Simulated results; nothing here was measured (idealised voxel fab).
process module | voxel transistor to metal
cross-section cut | 285 nm wide | cells 5 nm
A cross-section is a grid of square cells, given in bands from the top down. A band is one or more rows of cells.
Each band's line starts with the height of the band's top and of its bottom, in nm. Then come its materials from left to right, each with its width in nm. One material with "throughout" fills the band from edge to edge. "air" is empty space.
Height 0 is the level under which the wafer as received is all one material. The lowest band goes on downwards, as in "0 down".
A width such as "30 to 40" changes by the same amount from each row of cells to the next, from the band's top row to its bottom row.
"no change" after a step means that no cell of the cross-section changed.
closed voids: empty space of 8 cells or more with no open way to the top, each as width x height at its distance from the left edge, in nm
after a step's settings: what the simulator itself notes on the step
overlay nm, on a step with a mask: how far to the right of its planned place the mask lay; to the left if negative
plan
1 op RECEIVE | material Si
2 op CONFORMAL_DEP | material SiO2 | thk nm 5
3 op CONFORMAL_DEP | material SiN | thk nm 10
4 op MASKED_ETCH | tone cover | mask id ACTIVE | width nm 95 | pitch nm 125 | etch materials SiN | depth nm 10 | overlay nm 0
5 op MASKED_ETCH | tone cover | mask id ACTIVE | width nm 95 | pitch nm 125 | etch materials SiO2 | depth nm 5 | overlay nm 0
6 op MASKED_ETCH | tone cover | mask id ACTIVE | width nm 95 | pitch nm 125 | etch materials Si | depth nm 35 | overlay nm 0
7 op FILL_DEP | material SiO2 | thk nm 10
8 op CMP | height nm 15
9 op SELECTIVE_ETCH | etch materials SiO2 | depth nm 5
10 op STRIP | etch materials SiN
11 op SELECTIVE_ETCH | etch materials SiO2 | depth nm 5
12 op OXIDIZE | depth nm 5
13 op DIRECTIONAL_DEP | material polySi | thk nm 20
14 op DIRECTIONAL_DEP | material SiCN | thk nm 10
15 op PATTERN | tone cover | mask id GATE | material resist | width nm 25 | pitch nm 125 | thk nm 20 | overlay nm 0
16 op DIRECTIONAL_ETCH | etch materials SiCN | depth nm 20
17 op DIRECTIONAL_ETCH | etch materials polySi | depth nm 30
18 op STRIP | etch materials resist
19 op CONFORMAL_DEP | material SiN | thk nm 10
20 op DIRECTIONAL_ETCH | etch materials SiN | depth nm 10
21 op DIRECTIONAL_ETCH | etch materials SiO2 | depth nm 5
22 op DIRECTIONAL_ETCH | etch materials Si | depth nm 5
23 op EPI | material SiGe | thk nm 10
24 op FILL_DEP | material SiO2 | thk nm 5
25 op CMP | height nm 30
26 op DIRECTIONAL_DEP | material SiO2 | thk nm 10
27 op MASKED_ETCH | tone open | mask id CONTACT | width nm 15 | etch materials SiO2 | depth nm 35 | overlay nm 0
28 op CONFORMAL_DEP | material TiN | thk nm 5
29 op FILL_DEP | material Ru | thk nm 5
30 op CMP | height nm 40
31 op DIRECTIONAL_DEP | material TiN | thk nm 5
32 op DIRECTIONAL_DEP | material Ru | thk nm 25
33 op MASKED_ETCH | tone cover | mask id METAL_1 | width nm 15 | etch materials Ru | depth nm 25 | overlay nm 0
34 op MASKED_ETCH | tone cover | mask id METAL_1 | width nm 15 | etch materials TiN | depth nm 5 | overlay nm 0
35 op FILL_DEP | material lowk | thk nm 10
36 op CMP | height nm 70
37 op CONFORMAL_DEP | material SiN | thk nm 5
as received, after step 1
  0 down: Si throughout
  closed voids: none
a wafer at the end: this start, this plan, one mistake
  75 to 70: SiN throughout
  70 to 65: lowk 35 | TiN 15 | lowk 55 | TiN 15 | lowk 40 | TiN 15 | lowk 55 | TiN 15 | lowk 40
  65 to 40: Ru throughout
  40 to 30: SiO2 35 | TiN 5 | Ru 5 | TiN 5 | SiO2 55 | TiN 5 | Ru 5 | TiN 5 | SiO2 40 | TiN 5 | Ru 5 | TiN 5 | SiO2 55 | TiN 5 | Ru 5 | TiN 5 | SiO2 40
  30 to 20: SiO2 35 | TiN 5 | Ru 5 | TiN 5 | SiO2 5 | SiN 10 | SiCN 25 | SiN 10 | SiO2 5 | TiN 5 | Ru 5 | TiN 5 | SiO2 40 | TiN 5 | Ru 5 | TiN 5 | SiO2 5 | SiN 10 | SiCN 25 | SiN 10 | SiO2 5 | TiN 5 | Ru 5 | TiN 5 | SiO2 40
  20 to 10: SiO2 35 | TiN 5 | Ru 5 | TiN 5 | SiO2 5 | SiN 10 | polySi 25 | SiN 10 | SiO2 5 | TiN 5 | Ru 5 | TiN 5 | SiO2 40 | TiN 5 | Ru 5 | TiN 5 | SiO2 5 | SiN 10 | polySi 25 | SiN 10 | SiO2 5 | TiN 5 | Ru 5 | TiN 5 | SiO2 40
  10 to 5: SiO2 35 | TiN 15 | SiO2 5 | SiN 10 | polySi 25 | SiN 10 | SiO2 5 | TiN 15 | SiO2 40 | TiN 15 | SiO2 5 | SiN 10 | polySi 25 | SiN 10 | SiO2 5 | TiN 15 | SiO2 40
  5 to 0: SiO2 25 | SiN 10 | SiGe 20 | SiN 10 | polySi 25 | SiN 10 | SiGe 20 | SiN 10 | SiO2 20 | SiN 10 | SiGe 20 | SiN 10 | polySi 25 | SiN 10 | SiGe 20 | SiN 10 | SiO2 30
  0 to -5: SiO2 35 | SiGe 20 | SiO2 45 | SiGe 20 | SiO2 40 | SiGe 20 | SiO2 45 | SiGe 20 | SiO2 40
  -5 to -10: SiO2 30 | Si 5 | SiGe 20 | Si 45 | SiGe 20 | Si 5 | SiO2 30 | Si 5 | SiGe 20 | Si 45 | SiGe 20 | Si 5 | SiO2 35
  -10 to -35: SiO2 30 | Si 95 | SiO2 30 | Si 95 | SiO2 35
  -35 down: Si throughout
  closed voids: none
what went wrong: steps 31 and 32 were swapped
